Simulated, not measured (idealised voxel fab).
process module | voxel capacitor over wiring
cross-section cut | 180 nm wide | cells 5 nm
A cross-section is a grid of square cells, given in bands from the top down. A band is one or more rows of cells.
Each band's line starts with the height of the band's top and of its bottom, in nm. Then come its materials from left to right, each with its width in nm. One material with "throughout" fills the band from edge to edge. "air" is empty space.
Height 0 is the level under which the wafer as received is all one material. The lowest band goes on downwards, as in "0 down".
A width such as "30 to 40" changes by the same amount from each row of cells to the next, from the band's top row to its bottom row.
"no change" after a step means that no cell of the cross-section changed.
closed voids: empty space of 8 cells or more with no open way to the top, each as width x height at its distance from the left edge, in nm
after a step's settings: what the simulator itself notes on the step
overlay nm, on a step with a mask: how far to the right of its planned place the mask lay; to the left if negative
plan
1 op RECEIVE | material Si
2 op CONFORMAL_DEP | material SiO2 | thk nm 15
3 op DIRECTIONAL_DEP | material TiN | thk nm 5
4 op DIRECTIONAL_DEP | material W | thk nm 20
5 op MASKED_ETCH | tone cover | mask id METAL_1 | width nm 20 | pitch nm 75 | etch materials W | depth nm 20 | overlay nm 0
6 op MASKED_ETCH | tone cover | mask id METAL_1 | width nm 20 | pitch nm 75 | etch materials TiN | depth nm 5 | overlay nm 0
7 op CONFORMAL_DEP | material SiCN | thk nm 5
8 op FILL_DEP | material SiO2 | thk nm 10
9 op CMP | height nm 40
10 op CONFORMAL_DEP | material SiCN | thk nm 5
11 op DIRECTIONAL_DEP | material lowk | thk nm 20
12 op DIRECTIONAL_DEP | material aC | thk nm 10
13 op PATTERN | tone open | mask id PLUG_1 | material resist | width nm 15 | thk nm 25 | overlay nm 0
14 op DIRECTIONAL_ETCH | etch materials aC | depth nm 10
15 op STRIP | etch materials resist
16 op DIRECTIONAL_ETCH | etch materials lowk | depth nm 20
17 op DIRECTIONAL_ETCH | etch materials SiCN | depth nm 5
18 op STRIP | etch materials aC
19 op CONFORMAL_DEP | material TiN | thk nm 5
20 op FILL_DEP | material Ru | thk nm 5
21 op CMP | height nm 65
22 op DIRECTIONAL_DEP | material TiN | thk nm 5
23 op DIRECTIONAL_DEP | material HfO2 | thk nm 5
24 op DIRECTIONAL_DEP | material TiN | thk nm 5
25 op MASKED_ETCH | tone cover | mask id UPPER_PLATE | width nm 60 | etch materials TiN | depth nm 5 | overlay nm 0
26 op MASKED_ETCH | tone cover | mask id UPPER_PLATE | width nm 60 | etch materials HfO2 | depth nm 5 | overlay nm 0
27 op MASKED_ETCH | tone cover | mask id LOWER_PLATE | width nm 70 | etch materials TiN | depth nm 5 | overlay nm 0
28 op FILL_DEP | material SiO2 | thk nm 20
29 op CMP | height nm 95
30 op PATTERN | tone open | mask id PLUG_2 | material resist | width nm 15 | thk nm 20 | overlay nm 0
31 op DIRECTIONAL_ETCH | etch materials SiO2 | depth nm 15
32 op STRIP | etch materials resist
33 op CONFORMAL_DEP | material TiN | thk nm 5
34 op FILL_DEP | material Ru | thk nm 10
35 op CMP | height nm 95
36 op CONFORMAL_DEP | material SiN | thk nm 5
first wafer, as planned
as received, after step 1
  0 down: Si throughout
  closed voids: none
after step 2
  15 to 0: SiO2 throughout
  below 0: unchanged
after step 3
  20 to 15: TiN throughout
  below 15: unchanged
after step 4
  40 to 20: W throughout
  below 20: unchanged
after step 5
  40 to 20: air 40 | W 20 | air 55 | W 20 | air 45
  below 20: unchanged
after step 6
  40 to 20: air 40 | W 20 | air 55 | W 20 | air 45
  20 to 15: air 40 | TiN 20 | air 55 | TiN 20 | air 45
  below 15: unchanged
after step 7
  45 to 40: air 35 | SiCN 30 | air 45 | SiCN 30 | air 40
  40 to 20: air 35 | SiCN 5 | W 20 | SiCN 5 | air 45 | SiCN 5 | W 20 | SiCN 5 | air 40
  20 to 15: SiCN 40 | TiN 20 | SiCN 55 | TiN 20 | SiCN 45
  below 15: unchanged
after step 8
  55 to 45: SiO2 throughout
  45 to 40: SiO2 35 | SiCN 30 | SiO2 45 | SiCN 30 | SiO2 40
  40 to 20: SiO2 35 | SiCN 5 | W 20 | SiCN 5 | SiO2 45 | SiCN 5 | W 20 | SiCN 5 | SiO2 40
  below 20: unchanged
after step 9
  40 to 20: SiO2 35 | SiCN 5 | W 20 | SiCN 5 | SiO2 45 | SiCN 5 | W 20 | SiCN 5 | SiO2 40
  below 20: unchanged
after step 10
  45 to 40: SiCN throughout
  below 40: unchanged
after step 11
  65 to 45: lowk throughout
  below 45: unchanged
after step 12
  75 to 65: aC throughout
  below 65: unchanged
after step 13
  100 to 75: resist 45 | air 15 | resist 120
  below 75: unchanged
after step 14
  90 to 75: resist 45 | air 15 | resist 120
  75 to 65: aC 45 | air 15 | aC 120
  below 65: unchanged
after step 15
  75 to 65: aC 45 | air 15 | aC 120
  below 65: unchanged
after step 16
  75 to 65: aC 45 | air 15 | aC 120
  65 to 45: lowk 45 | air 15 | lowk 120
  below 45: unchanged
after step 17
  75 to 65: aC 45 | air 15 | aC 120
  65 to 45: lowk 45 | air 15 | lowk 120
  45 to 40: SiCN 45 | air 15 | SiCN 120
  below 40: unchanged
after step 18
  65 to 45: lowk 45 | air 15 | lowk 120
  below 45: unchanged
after step 19
  70 to 65: TiN 50 | air 5 | TiN 125
  65 to 45: lowk 45 | TiN 5 | air 5 | TiN 5 | lowk 120
  45 to 40: SiCN 45 | TiN 15 | SiCN 120
  below 40: unchanged
after step 20
  75 to 70: Ru throughout
  70 to 65: TiN 50 | Ru 5 | TiN 125
  65 to 45: lowk 45 | TiN 5 | Ru 5 | TiN 5 | lowk 120
  below 45: unchanged
after step 21
  65 to 45: lowk 45 | TiN 5 | Ru 5 | TiN 5 | lowk 120
  below 45: unchanged
after step 22
  70 to 65: TiN throughout
  below 65: unchanged
after step 23
  75 to 70: HfO2 throughout
  below 70: unchanged
after step 24
  80 to 75: TiN throughout
  below 75: unchanged
after step 25
  80 to 75: air 45 | TiN 60 | air 75
  below 75: unchanged
after step 26
  80 to 75: air 45 | TiN 60 | air 75
  75 to 70: air 45 | HfO2 60 | air 75
  below 70: unchanged
after step 27
  80 to 75: air 45 | TiN 60 | air 75
  75 to 70: air 45 | HfO2 60 | air 75
  70 to 65: air 40 | TiN 70 | air 70
  below 65: unchanged
after step 28
  100 to 80: SiO2 throughout
  80 to 75: SiO2 45 | TiN 60 | SiO2 75
  75 to 70: SiO2 45 | HfO2 60 | SiO2 75
  70 to 65: SiO2 40 | TiN 70 | SiO2 70
  below 65: unchanged
after step 29
  95 to 80: SiO2 throughout
  below 80: unchanged
after step 30
  115 to 95: resist 55 | air 15 | resist 110
  below 95: unchanged
after step 31
  115 to 95: resist 55 | air 15 | resist 110
  95 to 80: SiO2 55 | air 15 | SiO2 110
  below 80: unchanged
after step 32
  95 to 80: SiO2 55 | air 15 | SiO2 110
  below 80: unchanged
after step 33
  100 to 95: TiN 60 | air 5 | TiN 115
  95 to 85: SiO2 55 | TiN 5 | air 5 | TiN 5 | SiO2 110
  85 to 75: SiO2 55 to 45 | TiN 15 to 60 | SiO2 110 to 75
  below 75: unchanged
after step 34
  110 to 100: Ru throughout
  100 to 95: TiN 60 | Ru 5 | TiN 115
  95 to 85: SiO2 55 | TiN 5 | Ru 5 | TiN 5 | SiO2 110
  below 85: unchanged
after step 35
  95 to 85: SiO2 55 | TiN 5 | Ru 5 | TiN 5 | SiO2 110
  below 85: unchanged
after step 36
  100 to 95: SiN throughout
  below 95: unchanged
second wafer: like start, like plan, one mistake. Through step 21 it matches the first wafer
when step 22 should have ended
  70 to 65: aC throughout
  below 65: unchanged
when step 23 should have ended
  75 to 70: HfO2 throughout
  below 70: unchanged
when step 24 should have ended
  80 to 75: TiN throughout
  below 75: unchanged
when step 25 should have ended
  80 to 75: air 45 | TiN 60 | air 75
  below 75: unchanged
when step 26 should have ended
  80 to 75: air 45 | TiN 60 | air 75
  75 to 70: air 45 | HfO2 60 | air 75
  below 70: unchanged
when step 27 should have ended: no change
when step 28 should have ended
  100 to 80: SiO2 throughout
  80 to 75: SiO2 45 | TiN 60 | SiO2 75
  75 to 70: SiO2 45 | HfO2 60 | SiO2 75
  below 70: unchanged
when step 29 should have ended
  95 to 80: SiO2 throughout
  below 80: unchanged
when step 30 should have ended
  115 to 95: resist 55 | air 15 | resist 110
  below 95: unchanged
when step 31 should have ended
  115 to 95: resist 55 | air 15 | resist 110
  95 to 80: SiO2 55 | air 15 | SiO2 110
  below 80: unchanged
when step 32 should have ended
  95 to 80: SiO2 55 | air 15 | SiO2 110
  below 80: unchanged
when step 33 should have ended
  100 to 95: TiN 60 | air 5 | TiN 115
  95 to 85: SiO2 55 | TiN 5 | air 5 | TiN 5 | SiO2 110
  85 to 75: SiO2 55 to 45 | TiN 15 to 60 | SiO2 110 to 75
  below 75: unchanged
when step 34 should have ended
  110 to 100: Ru throughout
  100 to 95: TiN 60 | Ru 5 | TiN 115
  95 to 85: SiO2 55 | TiN 5 | Ru 5 | TiN 5 | SiO2 110
  below 85: unchanged
when step 35 should have ended
  95 to 85: SiO2 55 | TiN 5 | Ru 5 | TiN 5 | SiO2 110
  below 85: unchanged
when step 36 should have ended
  100 to 95: SiN throughout
  below 95: unchanged
what went wrong: step 22 ran as: op DIRECTIONAL_DEP | material aC | thk nm 5
at the end the second wafer has, in cells: 22 fewer of SiO2 | 14 fewer of TiN | 36 more of aC
